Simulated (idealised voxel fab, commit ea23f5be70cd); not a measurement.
Herein follows the process module entitled voxel self aligned vias.
The cross-section shown here is cut; it is 280 nm wide and divided into square cells measuring 5 nm on a side.
Cross-section = grid of square cells, listed top down in bands; band = one or more rows. The entry gives the band's vertical extent as a top height and a bottom height in nm, then its horizontal make-up as materials from left to right, each with a width in nm. "blank" stands for empty space; a single material marked "edge to edge" fills the band edge to edge. Heights from 0 (as-received wafer is one material below). Bottom band endless downward, as "0 nm and below". Width "30 to 40": first value at the band's top row of cells, second value at its bottom row, equal change from row to row. The designation "nothing got changed", where it is given for a processing step, indicates that no cell of the cross-section was altered in the course of that step. So "Enclosed void list" is basically the list of trapped voids: any empty space of 8 cells or more that can't reach the top through an opening. They're written width x height at distance, the distance being from the left edge, and it's all nm. The remark found on a step's line after its settings is issued by the simulator itself and pertains to that step. overlay nm: right-of-plan distance of the mask on a masked step; negative values mean left-of-plan.
plan
1 op RECEIVE | material Si
2 op CONFORMAL_DEP | material SiO2 | thk nm 15
3 op CONFORMAL_DEP | material SiCN | thk nm 5
4 op DIRECTIONAL_DEP | material SiO2 | thk nm 25
5 op DIRECTIONAL_DEP | material aC | thk nm 10
6 op PATTERN | tone open | mask id LINES | material resist | width nm 30 | pitch nm 60 | thk nm 25 | overlay nm 0
7 op DIRECTIONAL_ETCH | etch materials aC | depth nm 10
8 op STRIP | etch materials resist
9 op DIRECTIONAL_ETCH | etch materials SiO2 | depth nm 25
10 op STRIP | etch materials aC
11 op CONFORMAL_DEP | material TiN | thk nm 5
12 op FILL_DEP | material Ru | thk nm 10
13 op CMP | height nm 45
14 op SELECTIVE_ETCH | etch materials W Ru TiN | depth nm 5
15 op FILL_DEP | material SiN | thk nm 10
16 op CMP | height nm 45
17 op DIRECTIONAL_DEP | material SiO2 | thk nm 20
18 op DIRECTIONAL_DEP | material aC | thk nm 15
19 op PATTERN | tone open | mask id VIAS | material resist | width nm 40 | pitch nm 120 | thk nm 35 | overlay nm 0
20 op DIRECTIONAL_ETCH | etch materials aC | depth nm 15
21 op STRIP | etch materials resist
22 op DIRECTIONAL_ETCH | etch materials SiO2 | depth nm 20
23 op DIRECTIONAL_ETCH | etch materials SiN | depth nm 5
24 op STRIP | etch materials aC
25 op CONFORMAL_DEP | material TiN | thk nm 5
26 op FILL_DEP | material Ru | thk nm 5
27 op CMP | height nm 65
28 op CONFORMAL_DEP | material SiCN | thk nm 5
Cross-section: wafer on arrival = after step 1
	0 nm and below = Si edge to edge
	Enclosed void list: none
Cross-section: first of two wafers, module finished, run according to plan
	70 nm to 65 nm = SiCN edge to edge
	65 nm to 50 nm = SiO2 60 nm; TiN 5 nm; Ru 30 nm; TiN 5 nm; SiO2 80 nm; TiN 5 nm; Ru 30 nm; TiN 5 nm; SiO2 60 nm
	50 nm to 45 nm = SiO2 60 nm; TiN 10 nm; Ru 20 nm; TiN 10 nm; SiO2 80 nm; TiN 10 nm; Ru 20 nm; TiN 10 nm; SiO2 60 nm
	45 nm to 40 nm = SiO2 65 nm; TiN 30 nm; SiO2 30 nm; SiN 30 nm; SiO2 30 nm; TiN 30 nm; SiO2 65 nm
	40 nm to 25 nm = SiO2 65 nm; TiN 5 nm; Ru 20 nm; TiN 5 nm; SiO2 30 nm; TiN 5 nm; Ru 20 nm; TiN 5 nm; SiO2 30 nm; TiN 5 nm; Ru 20 nm; TiN 5 nm; SiO2 65 nm
	25 nm to 20 nm = SiO2 65 nm; TiN 30 nm; SiO2 30 nm; TiN 30 nm; SiO2 30 nm; TiN 30 nm; SiO2 65 nm
	20 nm to 15 nm = SiCN edge to edge
	15 nm to 0 nm = SiO2 edge to edge
	0 nm and below = Si edge to edge
	Enclosed void list: none
This cross-section belongs to the second wafer of two at the end of the module; the start and the plan were shared with the first, and the run included one mistake
	70 nm to 65 nm = SiCN edge to edge
	65 nm to 50 nm = Ru 55 nm; TiN 5 nm; SiO2 40 nm; TiN 5 nm; Ru 70 nm; TiN 5 nm; SiO2 40 nm; TiN 5 nm; Ru 55 nm
	50 nm to 45 nm = TiN 60 nm; SiO2 40 nm; TiN 30 nm; Ru 20 nm; TiN 30 nm; SiO2 40 nm; TiN 60 nm
	45 nm to 40 nm = SiO2 65 nm; SiN 30 nm; SiO2 30 nm; TiN 30 nm; SiO2 30 nm; SiN 30 nm; SiO2 65 nm
	40 nm to 25 nm = SiO2 65 nm; TiN 5 nm; Ru 20 nm; TiN 5 nm; SiO2 30 nm; TiN 5 nm; Ru 20 nm; TiN 5 nm; SiO2 30 nm; TiN 5 nm; Ru 20 nm; TiN 5 nm; SiO2 65 nm
	25 nm to 20 nm = SiO2 65 nm; TiN 30 nm; SiO2 30 nm; TiN 30 nm; SiO2 30 nm; TiN 30 nm; SiO2 65 nm
	20 nm to 15 nm = SiCN edge to edge
	15 nm to 0 nm = SiO2 edge to edge
	0 nm and below = Si edge to edge
	Enclosed void list: none
The plan and the run diverged here: heads up, step 19 didn't go per plan, it actually ran as op PATTERN | tone cover | mask id VIAS | material resist | width nm 40 | pitch nm 120 | thk nm 35 | overlay nm 0
The final cell counts differ between the wafers, with the second having more or fewer of some materials than the first: Ru +68 | SiN +6 | SiO2 -96 | TiN +22
